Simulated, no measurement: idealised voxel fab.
Process module in this document: voxel self aligned contacts
The width of the displayed cross-section, cut, is 240 nm; its cells are square, with a size of 5 nm.
Notation: cross-section as square-cell grid; stated in bands, top first, going down; one or more cell rows per band. Per band: top height and bottom height in nm, followed by the left-to-right materials and their widths in nm; "everywhere" marks a single material spanning edge to edge, "air" marks empty space. Note: height 0 marks the level under which the wafer is uniformly one material as received. Lowest band unbounded below, written "top 0, no bottom". Width: "30 to 40" (first number = top row, second number = bottom row, same change from row to row of cells). Key: "remains unaltered" - step with no changed cell in the cross-section. What "Tabulated closed voids" gives you is every empty space of 8 cells or more that is cut off from the top. Each appears as width x height at distance, with the distance taken from the left edge and width, height and distance all in nm. Whatever follows a step's settings on its line is a remark the simulator itself makes about that step. If you see "overlay nm" on a step's line and that step has a mask, it's telling you how far right of where it was planned the mask ended up; a negative number means it went left instead.
**So here's the lineup of process steps we planned**
- 1: RECEIVE | material Si
- 2: CONFORMAL_DEP | material SiO2 | thk nm 5
- 3: DIRECTIONAL_DEP | material polySi | thk nm 25
- 4: DIRECTIONAL_DEP | material SiN | thk nm 20
- 5: DIRECTIONAL_DEP | material aC | thk nm 10
- 6: PATTERN | tone cover | mask id GATE | material resist | width nm 35 | pitch nm 75 | thk nm 25 | overlay nm 0
- 7: DIRECTIONAL_ETCH | etch materials aC | depth nm 10
- 8: STRIP | etch materials resist
- 9: DIRECTIONAL_ETCH | etch materials SiN | depth nm 20
- 10: DIRECTIONAL_ETCH | etch materials polySi | depth nm 25
- 11: STRIP | etch materials aC
- 12: CONFORMAL_DEP | material SiN | thk nm 10
- 13: DIRECTIONAL_ETCH | etch materials SiN | depth nm 10
- 14: FILL_DEP | material SiO2 | thk nm 10
- 15: CMP | height nm 55
- 16: MASKED_ETCH | tone open | mask id CONTACT | width nm 60 | etch materials SiO2 | depth nm 55 | overlay nm 0
- 17: CONFORMAL_DEP | material TiN | thk nm 5
- 18: FILL_DEP | material W | thk nm 5
- 19: CMP | height nm 55
- 20: CONFORMAL_DEP | material SiCN | thk nm 5
**Incoming wafer in cross-section (state: after step 1)**
	top 0, no bottom  Si everywhere
	Tabulated closed voids: none
**Here's the wafer cut in cross-section after the module, started and planned just like above, except one thing was done wrong in the run**
	top 60, bottom 55  SiCN everywhere
	top 55, bottom 50  115 nm SiO2 | 10 nm W | 115 nm SiO2
	top 50, bottom 30  55 nm SiO2 | 55 nm SiN | 5 nm SiO2 | 10 nm W | 5 nm SiO2 | 55 nm SiN | 55 nm SiO2
	top 30, bottom 5  55 nm SiO2 | 10 nm SiN | 35 nm polySi | 10 nm SiN | 5 nm SiO2 | 10 nm W | 5 nm SiO2 | 10 nm SiN | 35 nm polySi | 10 nm SiN | 55 nm SiO2
	top 5, bottom 0  SiO2 everywhere
	top 0, no bottom  Si everywhere
	Tabulated closed voids: none
It is concluded that the wafer was processed incorrectly with respect to the plan, in that step 17 ran differently from the plan; actual operation with settings: CONFORMAL_DEP | material SiO2 | thk nm 5
